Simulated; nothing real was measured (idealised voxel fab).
process module | voxel double patterning
cross-section cut | 160 nm wide | cells 5 nm
A cross-section is a grid of square cells, given in bands from the top down. A band is one or more rows of cells.
Each band's line starts with the height of the band's top and of its bottom, in nm. Then come its materials from left to right, each with its width in nm. One material with "throughout" fills the band from edge to edge. "air" is empty space.
Height 0 is the level under which the wafer as received is all one material. The lowest band goes on downwards, as in "0 down".
A width such as "30 to 40" changes by the same amount from each row of cells to the next, from the band's top row to its bottom row.
"no change" after a step means that no cell of the cross-section changed.
closed voids: empty space of 8 cells or more with no open way to the top, each as width x height at its distance from the left edge, in nm
after a step's settings: what the simulator itself notes on the step
overlay nm, on a step with a mask: how far to the right of its planned place the mask lay; to the left if negative
plan
1 op RECEIVE | material Si
2 op CONFORMAL_DEP | material SiO2 | thk nm 10
3 op DIRECTIONAL_DEP | material W | thk nm 10
4 op DIRECTIONAL_DEP | material SiN | thk nm 5
5 op DIRECTIONAL_DEP | material aC | thk nm 15
6 op PATTERN | tone open | mask id FIRST | material resist | width nm 15 | pitch nm 50 | thk nm 35 | overlay nm 0
7 op DIRECTIONAL_ETCH | etch materials aC | depth nm 15
8 op STRIP | etch materials resist
9 op DIRECTIONAL_ETCH | etch materials SiN | depth nm 5
10 op STRIP | etch materials aC
11 op DIRECTIONAL_DEP | material aC | thk nm 10
12 op PATTERN | tone open | mask id SECOND | material resist | width nm 15 | thk nm 30 | overlay nm 0
13 op DIRECTIONAL_ETCH | etch materials aC | depth nm 10
14 op STRIP | etch materials resist
15 op DIRECTIONAL_ETCH | etch materials SiN | depth nm 5
16 op STRIP | etch materials aC
17 op DIRECTIONAL_ETCH | etch materials W | depth nm 10
18 op STRIP | etch materials SiN
as received, after step 1
  0 down: Si throughout
  closed voids: none
first wafer at the end, as planned
  20 to 10: W 45 | air 15 | W 10 | air 15 | W 10 | air 15 | W 50
  10 to 0: SiO2 throughout
  0 down: Si throughout
  closed voids: none
second wafer at the end: like start, like plan, one mistake
  20 to 10: W 45 | air 30 | W 20 | air 15 | W 50
  10 to 0: SiO2 throughout
  0 down: Si throughout
  closed voids: none
what went wrong: step 12 ran as: op PATTERN | tone open | mask id SECOND | material resist | width nm 15 | thk nm 30 | overlay nm -10
at the end the second wafer has, in cells: as many of each material as the first, in other places
